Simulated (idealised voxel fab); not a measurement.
process module | voxel self aligned contacts
cross-section cut | 260 nm wide | cells 5 nm
A cross-section is a grid of square cells, given in bands from the top down. A band is one or more rows of cells.
Each band's line starts with the height of the band's top and of its bottom, in nm. Then come its materials from left to right, each with its width in nm. One material with "throughout" fills the band from edge to edge. "air" is empty space.
Height 0 is the level under which the wafer as received is all one material. The lowest band goes on downwards, as in "0 down".
A width such as "30 to 40" changes by the same amount from each row of cells to the next, from the band's top row to its bottom row.
"no change" after a step means that no cell of the cross-section changed.
closed voids: empty space of 8 cells or more with no open way to the top, each as width x height at its distance from the left edge, in nm
after a step's settings: what the simulator itself notes on the step
overlay nm, on a step with a mask: how far to the right of its planned place the mask lay; to the left if negative
plan
1 op RECEIVE | material Si
2 op OXIDIZE | depth nm 5
3 op DIRECTIONAL_DEP | material polySi | thk nm 20
4 op DIRECTIONAL_DEP | material SiN | thk nm 20
5 op PATTERN | tone cover | mask id GATE | material resist | width nm 35 | pitch nm 60 | thk nm 15 | overlay nm 0
6 op DIRECTIONAL_ETCH | etch materials SiN | depth nm 20
7 op DIRECTIONAL_ETCH | etch materials polySi | depth nm 20
8 op STRIP | etch materials resist
9 op CONFORMAL_DEP | material SiN | thk nm 5
10 op DIRECTIONAL_ETCH | etch materials SiN | depth nm 5
11 op FILL_DEP | material SiO2 | thk nm 15
12 op CMP | height nm 45
13 op PATTERN | tone open | mask id CONTACT | material resist | width nm 45 | thk nm 15 | overlay nm 0
14 op DIRECTIONAL_ETCH | etch materials SiO2 | depth nm 50
15 op STRIP | etch materials resist
16 op CONFORMAL_DEP | material TiN | thk nm 5
17 op FILL_DEP | material Ru | thk nm 5
18 op CMP | height nm 45
19 op CONFORMAL_DEP | material SiCN | thk nm 5
first wafer, as planned
as received, after step 1
  0 down: Si throughout
  closed voids: none
after step 2
  0 to -5: SiO2 throughout
  below -5: unchanged
after step 3
  20 to 0: polySi throughout
  below 0: unchanged
after step 4
  40 to 20: SiN throughout
  below 20: unchanged
after step 5
  55 to 40: air 80 | resist 35 | air 25 | resist 35 | air 85
  below 40: unchanged
after step 6
  55 to 40: air 80 | resist 35 | air 25 | resist 35 | air 85
  40 to 20: air 80 | SiN 35 | air 25 | SiN 35 | air 85
  below 20: unchanged
after step 7
  55 to 40: air 80 | resist 35 | air 25 | resist 35 | air 85
  40 to 20: air 80 | SiN 35 | air 25 | SiN 35 | air 85
  20 to 0: air 80 | polySi 35 | air 25 | polySi 35 | air 85
  below 0: unchanged
after step 8
  40 to 20: air 80 | SiN 35 | air 25 | SiN 35 | air 85
  below 20: unchanged
after step 9
  45 to 20: air 75 | SiN 45 | air 15 | SiN 45 | air 80
  20 to 5: air 75 | SiN 5 | polySi 35 | SiN 5 | air 15 | SiN 5 | polySi 35 | SiN 5 | air 80
  5 to 0: SiN 80 | polySi 35 | SiN 25 | polySi 35 | SiN 85
  below 0: unchanged
after step 10
  40 to 20: air 75 | SiN 45 | air 15 | SiN 45 | air 80
  20 to 0: air 75 | SiN 5 | polySi 35 | SiN 5 | air 15 | SiN 5 | polySi 35 | SiN 5 | air 80
  below 0: unchanged
after step 11
  55 to 40: SiO2 throughout
  40 to 20: SiO2 75 | SiN 45 | SiO2 15 | SiN 45 | SiO2 80
  20 to 0: SiO2 75 | SiN 5 | polySi 35 | SiN 5 | SiO2 15 | SiN 5 | polySi 35 | SiN 5 | SiO2 80
  below 0: unchanged
after step 12
  45 to 40: SiO2 throughout
  below 40: unchanged
after step 13
  60 to 45: resist 105 | air 45 | resist 110
  below 45: unchanged
after step 14
  60 to 45: resist 105 | air 45 | resist 110
  45 to 40: SiO2 105 | air 45 | SiO2 110
  40 to 20: SiO2 75 | SiN 45 | air 15 | SiN 45 | SiO2 80
  20 to 0: SiO2 75 | SiN 5 | polySi 35 | SiN 5 | air 15 | SiN 5 | polySi 35 | SiN 5 | SiO2 80
  0 to -5: SiO2 120 | air 15 | SiO2 125
  below -5: unchanged
after step 15
  45 to 40: SiO2 105 | air 45 | SiO2 110
  below 40: unchanged
after step 16
  50 to 45: TiN 110 | air 35 | TiN 115
  45 to 40: SiO2 105 | TiN 20 | air 5 | TiN 20 | SiO2 110
  40 to 20: SiO2 75 | SiN 45 | TiN 5 | air 5 | TiN 5 | SiN 45 | SiO2 80
  20 to 0: SiO2 75 | SiN 5 | polySi 35 | SiN 5 | TiN 5 | air 5 | TiN 5 | SiN 5 | polySi 35 | SiN 5 | SiO2 80
  0 to -5: SiO2 120 | TiN 15 | SiO2 125
  below -5: unchanged
after step 17
  55 to 50: Ru throughout
  50 to 45: TiN 110 | Ru 35 | TiN 115
  45 to 40: SiO2 105 | TiN 20 | Ru 5 | TiN 20 | SiO2 110
  40 to 20: SiO2 75 | SiN 45 | TiN 5 | Ru 5 | TiN 5 | SiN 45 | SiO2 80
  20 to 0: SiO2 75 | SiN 5 | polySi 35 | SiN 5 | TiN 5 | Ru 5 | TiN 5 | SiN 5 | polySi 35 | SiN 5 | SiO2 80
  below 0: unchanged
after step 18
  45 to 40: SiO2 105 | TiN 20 | Ru 5 | TiN 20 | SiO2 110
  below 40: unchanged
after step 19
  50 to 45: SiCN throughout
  below 45: unchanged
second wafer: like start, like plan, one mistake. Through step 1 it matches the first wafer
when step 2 should have ended: no change
when step 3 should have ended
  20 to 0: polySi throughout
  below 0: unchanged
when step 4 should have ended
  40 to 20: SiN throughout
  below 20: unchanged
when step 5 should have ended
  55 to 40: air 80 | resist 35 | air 25 | resist 35 | air 85
  below 40: unchanged
when step 6 should have ended
  55 to 40: air 80 | resist 35 | air 25 | resist 35 | air 85
  40 to 20: air 80 | SiN 35 | air 25 | SiN 35 | air 85
  below 20: unchanged
when step 7 should have ended
  55 to 40: air 80 | resist 35 | air 25 | resist 35 | air 85
  40 to 20: air 80 | SiN 35 | air 25 | SiN 35 | air 85
  20 to 0: air 80 | polySi 35 | air 25 | polySi 35 | air 85
  below 0: unchanged
when step 8 should have ended
  40 to 20: air 80 | SiN 35 | air 25 | SiN 35 | air 85
  below 20: unchanged
when step 9 should have ended
  45 to 20: air 75 | SiN 45 | air 15 | SiN 45 | air 80
  20 to 5: air 75 | SiN 5 | polySi 35 | SiN 5 | air 15 | SiN 5 | polySi 35 | SiN 5 | air 80
  5 to 0: SiN 80 | polySi 35 | SiN 25 | polySi 35 | SiN 85
  below 0: unchanged
when step 10 should have ended
  40 to 20: air 75 | SiN 45 | air 15 | SiN 45 | air 80
  20 to 0: air 75 | SiN 5 | polySi 35 | SiN 5 | air 15 | SiN 5 | polySi 35 | SiN 5 | air 80
  below 0: unchanged
when step 11 should have ended
  55 to 40: SiO2 throughout
  40 to 20: SiO2 75 | SiN 45 | SiO2 15 | SiN 45 | SiO2 80
  20 to 0: SiO2 75 | SiN 5 | polySi 35 | SiN 5 | SiO2 15 | SiN 5 | polySi 35 | SiN 5 | SiO2 80
  below 0: unchanged
when step 12 should have ended
  45 to 40: SiO2 throughout
  below 40: unchanged
when step 13 should have ended
  60 to 45: resist 105 | air 45 | resist 110
  below 45: unchanged
when step 14 should have ended
  60 to 45: resist 105 | air 45 | resist 110
  45 to 40: SiO2 105 | air 45 | SiO2 110
  40 to 20: SiO2 75 | SiN 45 | air 15 | SiN 45 | SiO2 80
  20 to 0: SiO2 75 | SiN 5 | polySi 35 | SiN 5 | air 15 | SiN 5 | polySi 35 | SiN 5 | SiO2 80
  below 0: unchanged
when step 15 should have ended
  45 to 40: SiO2 105 | air 45 | SiO2 110
  below 40: unchanged
when step 16 should have ended
  50 to 45: TiN 110 | air 35 | TiN 115
  45 to 40: SiO2 105 | TiN 20 | air 5 | TiN 20 | SiO2 110
  40 to 20: SiO2 75 | SiN 45 | TiN 5 | air 5 | TiN 5 | SiN 45 | SiO2 80
  20 to 5: SiO2 75 | SiN 5 | polySi 35 | SiN 5 | TiN 5 | air 5 | TiN 5 | SiN 5 | polySi 35 | SiN 5 | SiO2 80
  5 to 0: SiO2 75 | SiN 5 | polySi 35 | SiN 5 | TiN 15 | SiN 5 | polySi 35 | SiN 5 | SiO2 80
  below 0: unchanged
when step 17 should have ended
  55 to 50: Ru throughout
  50 to 45: TiN 110 | Ru 35 | TiN 115
  45 to 40: SiO2 105 | TiN 20 | Ru 5 | TiN 20 | SiO2 110
  40 to 20: SiO2 75 | SiN 45 | TiN 5 | Ru 5 | TiN 5 | SiN 45 | SiO2 80
  20 to 5: SiO2 75 | SiN 5 | polySi 35 | SiN 5 | TiN 5 | Ru 5 | TiN 5 | SiN 5 | polySi 35 | SiN 5 | SiO2 80
  below 5: unchanged
when step 18 should have ended
  45 to 40: SiO2 105 | TiN 20 | Ru 5 | TiN 20 | SiO2 110
  below 40: unchanged
when step 19 should have ended
  50 to 45: SiCN throughout
  below 45: unchanged
what went wrong: step 2 was left out
at the end the second wafer has, in cells: 1 fewer of Ru | 52 more of Si | 49 fewer of SiO2 | 2 fewer of TiN
